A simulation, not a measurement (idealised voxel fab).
Process module under the name voxel self aligned vias
This is section cut - it's 240 nm across, gridded in 5 nm square cells.
Heads up, the way a cross-section reads in here is a grid of square cells, handed over as bands from the top down, with every band being one or more rows of cells. In this notation a band is specified by the heights of its top and bottom, in that order and in nm, after which its materials appear from left to right, each paired with its width in nm. The word "throughout" attached to a single material means that material fills the band from edge to edge; the word "air" stands for empty space. Convention: height 0 is the level below which the wafer, as received, is all one material. The lowest band does not terminate at the bottom but continues downward, represented as "from 0 down". You'd read "30..40" like this: the band's top row of cells is as wide as the first number, its bottom row is as wide as the second, and going down, every row changes width by the same amount as the row before did. "nothing got changed" means the step left every cell of the cross-section as it was. Empty spaces counting at least 8 cells and having no open way to the top are listed in "Sealed-off cavities". The notation width x height at distance is used for each, the distance being from the left edge and all three values in nm. Text after the settings on a step's line: the simulator's own remark on that step. overlay nm: where the mask lay relative to plan, measured to the right, on steps with a mask; negatives go left.

-- Process steps - plan
1 op RECEIVE | material Si
2 op CONFORMAL_DEP | material SiO2 | thk nm 10
3 op CONFORMAL_DEP | material SiCN | thk nm 5
4 op DIRECTIONAL_DEP | material SiO2 | thk nm 20
5 op PATTERN | tone open | mask id LINES | material resist | width nm 25 | pitch nm 60 | thk nm 20 | overlay nm 0
6 op DIRECTIONAL_ETCH | etch materials SiO2 | depth nm 20
7 op STRIP | etch materials resist
8 op CONFORMAL_DEP | material TiN | thk nm 5
9 op FILL_DEP | material W | thk nm 10
10 op CMP | height nm 35
11 op SELECTIVE_ETCH | etch materials W Ru TiN | depth nm 10
12 op FILL_DEP | material SiN | thk nm 10
13 op CMP | height nm 35
14 op DIRECTIONAL_DEP | material SiO2 | thk nm 20
15 op DIRECTIONAL_DEP | material aC | thk nm 15
16 op PATTERN | tone open | mask id VIAS | material resist | width nm 35 | thk nm 35 | overlay nm 0
17 op DIRECTIONAL_ETCH | etch materials aC | depth nm 15
18 op STRIP | etch materials resist
19 op DIRECTIONAL_ETCH | etch materials SiO2 | depth nm 20
20 op DIRECTIONAL_ETCH | etch materials SiN | depth nm 10
21 op STRIP | etch materials aC
22 op CONFORMAL_DEP | material TiN | thk nm 5
23 op FILL_DEP | material Ru | thk nm 10
24 op CMP | height nm 55
25 op CONFORMAL_DEP | material SiN | thk nm 5

-- Received-state cross-section, reflecting completion of step 1
from 0 down: Si throughout
Sealed-off cavities: none

-- Here's the cross-section of the first of our two wafers at the end of the module - it ran as planned
from 60 to 55: SiN throughout
from 55 to 40: SiO2 70 nm; TiN 5 nm; Ru 25 nm; TiN 5 nm; SiO2 135 nm
from 40 to 35: SiO2 70 nm; TiN 10 nm; Ru 15 nm; TiN 10 nm; SiO2 135 nm
from 35 to 30: SiO2 75 nm; TiN 5 nm; Ru 15 nm; TiN 5 nm; SiO2 35 nm; SiN 25 nm; SiO2 80 nm
from 30 to 25: SiO2 75 nm; TiN 25 nm; SiO2 35 nm; SiN 25 nm; SiO2 80 nm
from 25 to 20: SiO2 75 nm; TiN 5 nm; W 15 nm; TiN 5 nm; SiO2 35 nm; TiN 5 nm; W 15 nm; TiN 5 nm; SiO2 80 nm
from 20 to 15: SiO2 75 nm; TiN 25 nm; SiO2 35 nm; TiN 25 nm; SiO2 80 nm
from 15 to 10: SiCN throughout
from 10 to 0: SiO2 throughout
from 0 down: Si throughout
Sealed-off cavities: none

-- Cross-sectional view: second of two wafers, end of module; start and plan identical to the first, one mistake in running
from 60 to 55: SiN throughout
from 55 to 35: SiO2 70 nm; TiN 5 nm; Ru 25 nm; TiN 5 nm; SiO2 135 nm
from 35 to 30: SiO2 70 nm; TiN 5 nm; Ru 25 nm; TiN 5 nm; SiO2 30 nm; SiN 25 nm; SiO2 80 nm
from 30 to 25: SiO2 70 nm; TiN 35 nm; SiO2 30 nm; SiN 25 nm; SiO2 80 nm
from 25 to 20: SiO2 70 nm; TiN 10 nm; W 15 nm; TiN 10 nm; SiO2 30 nm; TiN 5 nm; W 15 nm; TiN 5 nm; SiO2 80 nm
from 20 to 15: SiO2 70 nm; TiN 35 nm; SiO2 30 nm; TiN 25 nm; SiO2 80 nm
from 15 to 10: SiCN throughout
from 10 to 0: SiO2 throughout
from 0 down: Si throughout
Sealed-off cavities: none
So what did we get wrong on this run? plan step 19 ran twice
It is noted that, at the conclusion of processing, the second wafer exhibits a higher or lower cell count for certain materials relative to the first: +4 Ru | -8 SiO2 | +4 TiN
